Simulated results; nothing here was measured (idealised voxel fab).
Process module in this document: voxel spacer lines
cross-section cut | 200 nm wide | cells 5 nm
Square cells in a grid make up a cross-section in this document, and the grid is given as bands, listed from the top down, each one or more rows of cells. The band entry comprises the height of the band's top followed by the height of its bottom, expressed in nm, and subsequently the band's materials from left to right, each stated together with its width in nm. Where a single material is marked with the word "edge to edge", that material fills the band from edge to edge. The word "blank" represents empty space. Basically, 0 is our baseline, since under it the wafer straight out of the box is all one material. The bottom band has no lower end and keeps on going down, so it looks like "0 and below". With a width like "30 to 40", each row of cells in the band differs from the next by the same amount, the top row carrying the first number and the bottom row the second. A step reported as "no alterations made" is a step in which no cell of the cross-section changed. Reported under the label "Unvented cavities" are the empty spaces having no open way to the top and comprising 8 cells or more; the notation for each is width x height at distance, in which the distance is measured from the left edge and all three values are in nm. The remark found on a step's line after its settings is issued by the simulator itself and pertains to that step. The optional step-line setting "overlay nm" applies to steps with a mask and quantifies how far to the right of its planned location the mask lay, a negative value indicating leftward placement.
# Below is the list of planned process steps
step 1: RECEIVE: material Si
step 2: CONFORMAL_DEP: material Al2O3, thk nm 5
step 3: DIRECTIONAL_DEP: material TiN, thk nm 15
step 4: DIRECTIONAL_DEP: material aC, thk nm 25
step 5: PATTERN: tone cover, mask id MANDREL, material resist, width nm 20, pitch nm 60, thk nm 35, overlay nm 0
step 6: DIRECTIONAL_ETCH: etch materials aC, depth nm 25
step 7: STRIP: etch materials resist
step 8: CONFORMAL_DEP: material SiO2, thk nm 10
step 9: DIRECTIONAL_ETCH: etch materials SiO2, depth nm 10
step 10: STRIP: etch materials aC
step 11: DIRECTIONAL_ETCH: etch materials TiN, depth nm 15
step 12: STRIP: etch materials SiO2
step 13: FILL_DEP: material lowk, thk nm 5
step 14: CMP: height nm 20
# The first of a set of two wafers, run to plan
# Step 1 complete: cross-section of the wafer as received
* 0 and below | Si edge to edge
* Unvented cavities: none
# Step 2 done - wafer cross-section
* 5 down to 0 | Al2O3 edge to edge
* Unchanged below 0.
# Step 3 done - wafer cross-section
* 20 down to 5 | TiN edge to edge
* Unchanged below 5.
# Step 4 done - wafer cross-section
* 45 down to 20 | aC edge to edge
* Unchanged below 20.
# Step 5 done - wafer cross-section
* 80 down to 45 | 60 blank / 20 resist / 40 blank / 20 resist / 60 blank
* Unchanged below 45.
# Step 6 done - wafer cross-section
* 55 down to 45 | 60 blank / 20 resist / 40 blank / 20 resist / 60 blank
* 45 down to 20 | 60 blank / 20 aC / 40 blank / 20 aC / 60 blank
* Unchanged below 20.
# Step 7 done - wafer cross-section
* 45 down to 20 | 60 blank / 20 aC / 40 blank / 20 aC / 60 blank
* Unchanged below 20.
# Step 8 done - wafer cross-section
* 55 down to 45 | 50 blank / 40 SiO2 / 20 blank / 40 SiO2 / 50 blank
* 45 down to 30 | 50 blank / 10 SiO2 / 20 aC / 10 SiO2 / 20 blank / 10 SiO2 / 20 aC / 10 SiO2 / 50 blank
* 30 down to 20 | 60 SiO2 / 20 aC / 40 SiO2 / 20 aC / 60 SiO2
* Unchanged below 20.
# Step 9 done - wafer cross-section
* 45 down to 20 | 50 blank / 10 SiO2 / 20 aC / 10 SiO2 / 20 blank / 10 SiO2 / 20 aC / 10 SiO2 / 50 blank
* Unchanged below 20.
# Step 10 done - wafer cross-section
* 45 down to 20 | 50 blank / 10 SiO2 / 20 blank / 10 SiO2 / 20 blank / 10 SiO2 / 20 blank / 10 SiO2 / 50 blank
* Unchanged below 20.
# Step 11 done - wafer cross-section
* 45 down to 20 | 50 blank / 10 SiO2 / 20 blank / 10 SiO2 / 20 blank / 10 SiO2 / 20 blank / 10 SiO2 / 50 blank
* 20 down to 5 | 50 blank / 10 TiN / 20 blank / 10 TiN / 20 blank / 10 TiN / 20 blank / 10 TiN / 50 blank
* Unchanged below 5.
# Step 12 done - wafer cross-section
* 20 down to 5 | 50 blank / 10 TiN / 20 blank / 10 TiN / 20 blank / 10 TiN / 20 blank / 10 TiN / 50 blank
* Unchanged below 5.
# Step 13 done - wafer cross-section
* 25 down to 20 | lowk edge to edge
* 20 down to 5 | 50 lowk / 10 TiN / 20 lowk / 10 TiN / 20 lowk / 10 TiN / 20 lowk / 10 TiN / 50 lowk
* Unchanged below 5.
# Step 14 done - wafer cross-section
* 20 down to 5 | 50 lowk / 10 TiN / 20 lowk / 10 TiN / 20 lowk / 10 TiN / 20 lowk / 10 TiN / 50 lowk
* Unchanged below 5.
# Now the other wafer: same start, same recipe, but we messed up one thing when running it. Up to and including step 1 it's the same as the first one
Second wafer shown in cross-section at the time step 2 was slated to end: no alterations made
# Second wafer shown in cross-section at the time step 3 was slated to end
* 15 down to 0 | TiN edge to edge
* Unchanged below 0.
# Second wafer shown in cross-section at the time step 4 was slated to end
* 40 down to 15 | aC edge to edge
* Unchanged below 15.
# Second wafer shown in cross-section at the time step 5 was slated to end
* 75 down to 40 | 60 blank / 20 resist / 40 blank / 20 resist / 60 blank
* Unchanged below 40.
# Second wafer shown in cross-section at the time step 6 was slated to end
* 50 down to 40 | 60 blank / 20 resist / 40 blank / 20 resist / 60 blank
* 40 down to 15 | 60 blank / 20 aC / 40 blank / 20 aC / 60 blank
* Unchanged below 15.
# Second wafer shown in cross-section at the time step 7 was slated to end
* 40 down to 15 | 60 blank / 20 aC / 40 blank / 20 aC / 60 blank
* Unchanged below 15.
# Second wafer shown in cross-section at the time step 8 was slated to end
* 50 down to 40 | 50 blank / 40 SiO2 / 20 blank / 40 SiO2 / 50 blank
* 40 down to 25 | 50 blank / 10 SiO2 / 20 aC / 10 SiO2 / 20 blank / 10 SiO2 / 20 aC / 10 SiO2 / 50 blank
* 25 down to 15 | 60 SiO2 / 20 aC / 40 SiO2 / 20 aC / 60 SiO2
* Unchanged below 15.
# Second wafer shown in cross-section at the time step 9 was slated to end
* 40 down to 15 | 50 blank / 10 SiO2 / 20 aC / 10 SiO2 / 20 blank / 10 SiO2 / 20 aC / 10 SiO2 / 50 blank
* Unchanged below 15.
# Second wafer shown in cross-section at the time step 10 was slated to end
* 40 down to 15 | 50 blank / 10 SiO2 / 20 blank / 10 SiO2 / 20 blank / 10 SiO2 / 20 blank / 10 SiO2 / 50 blank
* Unchanged below 15.
# Second wafer shown in cross-section at the time step 11 was slated to end
* 40 down to 15 | 50 blank / 10 SiO2 / 20 blank / 10 SiO2 / 20 blank / 10 SiO2 / 20 blank / 10 SiO2 / 50 blank
* 15 down to 0 | 50 blank / 10 TiN / 20 blank / 10 TiN / 20 blank / 10 TiN / 20 blank / 10 TiN / 50 blank
* Unchanged below 0.
# Second wafer shown in cross-section at the time step 12 was slated to end
* 15 down to 0 | 50 blank / 10 TiN / 20 blank / 10 TiN / 20 blank / 10 TiN / 20 blank / 10 TiN / 50 blank
* Unchanged below 0.
# Second wafer shown in cross-section at the time step 13 was slated to end
* 20 down to 15 | lowk edge to edge
* 15 down to 0 | 50 lowk / 10 TiN / 20 lowk / 10 TiN / 20 lowk / 10 TiN / 20 lowk / 10 TiN / 50 lowk
* Unchanged below 0.
Second wafer shown in cross-section at the time step 14 was slated to end: no alterations made
what went wrong: heads up, step 2 of the plan was skipped and never actually ran
The final cell counts differ between the wafers, with the second having more or fewer of some materials than the first: Al2O3 -40 | lowk +40
